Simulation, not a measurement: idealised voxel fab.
The process module presented herein is designated voxel wiring stack.
Cross-sectional view cut (width: 210 nm; square cell size: 5 nm).
Cross-section format: a grid of square cells, given as bands from top to bottom; each band is one or more rows of cells.
Heights first: top, then bottom, in nm. Then materials, left to right, each with a width in nm. "all across" on a single material: fills the band edge to edge. "blank": empty space.
Where do heights start? At 0: under that level the wafer as delivered is made of one material only. And the lowest band has no floor; it just carries on downward, as in "z 0 and below".
Top row gets the first number, bottom row gets the second, and each row in between changes by the same step: that is how a band width like "30 to 40" works.
Key: "remained the same" - step with no changed cell in the cross-section.
Look at "Enclosed void inventory" for the closed voids: empty spaces with no open path to the top, sized 8 cells or up. Each is width x height at distance, distance from the left edge, all nm.
Heads up: the bit after the settings on a step's line is the simulator's remark on that step.
overlay nm: where the mask lay relative to plan, measured to the right, on steps with a mask; negatives go left.

### The following list gives the planned process steps
1. RECEIVE with material Si
2. CONFORMAL_DEP with material SiO2, thk nm 15
3. CONFORMAL_DEP with material SiCN, thk nm 5
4. DIRECTIONAL_DEP with material lowk, thk nm 15
5. PATTERN with tone open, mask id METAL_1, material resist, width nm 30, pitch nm 45, thk nm 15, overlay nm 0
6. DIRECTIONAL_ETCH with etch materials lowk, depth nm 15
7. DIRECTIONAL_ETCH with etch materials SiCN, depth nm 5
8. STRIP with etch materials resist
9. CONFORMAL_DEP with material TiN, thk nm 5
10. FILL_DEP with material W, thk nm 5
11. CMP with height nm 35
12. CONFORMAL_DEP with material SiCN, thk nm 5
13. DIRECTIONAL_DEP with material lowk, thk nm 20
14. PATTERN with tone open, mask id PLUG_1, material resist, width nm 15, pitch nm 45, thk nm 20, overlay nm 0
15. DIRECTIONAL_ETCH with etch materials lowk, depth nm 20
16. DIRECTIONAL_ETCH with etch materials SiCN, depth nm 5
17. STRIP with etch materials resist
18. CONFORMAL_DEP with material TiN, thk nm 5
19. FILL_DEP with material Ru, thk nm 10
20. CMP with height nm 60
21. DIRECTIONAL_DEP with material TiN, thk nm 5
22. DIRECTIONAL_DEP with material W, thk nm 25
23. DIRECTIONAL_DEP with material aC, thk nm 10
24. PATTERN with tone cover, mask id METAL_2, material resist, width nm 30, pitch nm 45, thk nm 30, overlay nm 0
25. DIRECTIONAL_ETCH with etch materials aC, depth nm 10
26. STRIP with etch materials resist
27. DIRECTIONAL_ETCH with etch materials W, depth nm 25
28. DIRECTIONAL_ETCH with etch materials TiN, depth nm 5
29. STRIP with etch materials aC
30. FILL_DEP with material lowk, thk nm 5
31. CMP with height nm 90
32. CONFORMAL_DEP with material SiCN, thk nm 5
33. DIRECTIONAL_DEP with material SiO2, thk nm 35
34. PATTERN with tone open, mask id METAL_3_HOLES, material resist, width nm 15, pitch nm 45, thk nm 20, overlay nm 0
35. DIRECTIONAL_ETCH with etch materials SiO2, depth nm 35
36. STRIP with etch materials resist
37. DIRECTIONAL_DEP with material aC, thk nm 15
38. PATTERN with tone open, mask id METAL_3, material resist, width nm 30, pitch nm 45, thk nm 30, overlay nm 0
39. DIRECTIONAL_ETCH with etch materials aC, depth nm 15
40. STRIP with etch materials resist
41. DIRECTIONAL_ETCH with etch materials SiO2, depth nm 20
42. DIRECTIONAL_ETCH with etch materials SiCN, depth nm 5
43. STRIP with etch materials aC
44. CONFORMAL_DEP with material TiN, thk nm 5
45. FILL_DEP with material Ru, thk nm 10
46. CMP with height nm 130
47. CONFORMAL_DEP with material SiN, thk nm 5

### Shown in cross-section is the wafer as received, that is, as it stands after step 1
    z 0 and below: Si all across
    Enclosed void inventory: none

### First wafer of two, sectioned at end of module; run went per plan
    z 135 to 130: SiN all across
    z 130 to 115: 20 SiO2, then 5 TiN, then 20 Ru, then 5 TiN, then 15 SiO2, then 5 TiN, then 20 Ru, then 5 TiN, then 15 SiO2, then 5 TiN, then 20 Ru, then 5 TiN, then 15 SiO2, then 5 TiN, then 20 Ru, then 5 TiN, then 25 SiO2
    z 115 to 110: 20 SiO2, then 5 TiN, then 5 Ru, then 20 TiN, then 15 SiO2, then 5 TiN, then 5 Ru, then 20 TiN, then 15 SiO2, then 5 TiN, then 5 Ru, then 20 TiN, then 15 SiO2, then 5 TiN, then 5 Ru, then 20 TiN, then 25 SiO2
    z 110 to 95: 20 SiO2, then 5 TiN, then 5 Ru, then 5 TiN, then 30 SiO2, then 5 TiN, then 5 Ru, then 5 TiN, then 30 SiO2, then 5 TiN, then 5 Ru, then 5 TiN, then 30 SiO2, then 5 TiN, then 5 Ru, then 5 TiN, then 40 SiO2
    z 95 to 90: 20 SiCN, then 15 TiN, then 30 SiCN, then 15 TiN, then 30 SiCN, then 15 TiN, then 30 SiCN, then 15 TiN, then 40 SiCN
    z 90 to 65: 20 lowk, then 30 W, then 15 lowk, then 30 W, then 15 lowk, then 30 W, then 15 lowk, then 30 W, then 25 lowk
    z 65 to 60: 20 lowk, then 30 TiN, then 15 lowk, then 30 TiN, then 15 lowk, then 30 TiN, then 15 lowk, then 30 TiN, then 25 lowk
    z 60 to 40: 20 lowk, then 5 TiN, then 5 Ru, then 5 TiN, then 30 lowk, then 5 TiN, then 5 Ru, then 5 TiN, then 30 lowk, then 5 TiN, then 5 Ru, then 5 TiN, then 30 lowk, then 5 TiN, then 5 Ru, then 5 TiN, then 40 lowk
    z 40 to 35: 20 SiCN, then 15 TiN, then 30 SiCN, then 15 TiN, then 30 SiCN, then 15 TiN, then 30 SiCN, then 15 TiN, then 40 SiCN
    z 35 to 20: 20 lowk, then 5 TiN, then 20 W, then 5 TiN, then 15 lowk, then 5 TiN, then 20 W, then 5 TiN, then 15 lowk, then 5 TiN, then 20 W, then 5 TiN, then 15 lowk, then 5 TiN, then 20 W, then 5 TiN, then 25 lowk
    z 20 to 15: 20 SiCN, then 30 TiN, then 15 SiCN, then 30 TiN, then 15 SiCN, then 30 TiN, then 15 SiCN, then 30 TiN, then 25 SiCN
    z 15 to 0: SiO2 all across
    z 0 and below: Si all across
    Enclosed void inventory: none

### Cross-section, wafer two of two, end of module: same start and plan as wafer one, one error in execution
    z 135 to 130: SiN all across
    z 130 to 115: 20 SiO2, then 5 TiN, then 20 Ru, then 5 TiN, then 15 SiO2, then 5 TiN, then 20 Ru, then 5 TiN, then 15 SiO2, then 5 TiN, then 20 Ru, then 5 TiN, then 15 SiO2, then 5 TiN, then 20 Ru, then 5 TiN, then 25 SiO2
    z 115 to 110: 20 SiO2, then 5 TiN, then 5 Ru, then 20 TiN, then 15 SiO2, then 5 TiN, then 5 Ru, then 20 TiN, then 15 SiO2, then 5 TiN, then 5 Ru, then 20 TiN, then 15 SiO2, then 5 TiN, then 5 Ru, then 20 TiN, then 25 SiO2
    z 110 to 95: 20 SiO2, then 5 TiN, then 5 Ru, then 5 TiN, then 30 SiO2, then 5 TiN, then 5 Ru, then 5 TiN, then 30 SiO2, then 5 TiN, then 5 Ru, then 5 TiN, then 30 SiO2, then 5 TiN, then 5 Ru, then 5 TiN, then 40 SiO2
    z 95 to 90: 20 SiCN, then 15 TiN, then 30 SiCN, then 15 TiN, then 30 SiCN, then 15 TiN, then 30 SiCN, then 15 TiN, then 40 SiCN
    z 90 to 65: 20 lowk, then 30 W, then 15 lowk, then 30 W, then 15 lowk, then 30 W, then 15 lowk, then 30 W, then 25 lowk
    z 65 to 60: 20 lowk, then 30 TiN, then 15 lowk, then 30 TiN, then 15 lowk, then 30 TiN, then 15 lowk, then 30 TiN, then 25 lowk
    z 60 to 40: 20 lowk, then 5 TiN, then 5 Ru, then 5 TiN, then 30 lowk, then 5 TiN, then 5 Ru, then 5 TiN, then 30 lowk, then 5 TiN, then 5 Ru, then 5 TiN, then 30 lowk, then 5 TiN, then 5 Ru, then 5 TiN, then 40 lowk
    z 40 to 30: 20 SiCN, then 15 to 30 TiN, then 30 to 15 SiCN, then 15 to 30 TiN, then 30 to 15 SiCN, then 15 to 30 TiN, then 30 to 15 SiCN, then 15 to 30 TiN, then 40 to 25 SiCN
    z 30 to 0: SiO2 all across
    z 0 and below: Si all across
    Enclosed void inventory: none
Here's what went sideways: step 2 of the plan was executed twice over
In the final state, the cell counts of the second wafer exceed or fall short of those of the first for the following materials: +126 SiO2, -24 TiN, -48 W, -54 lowk
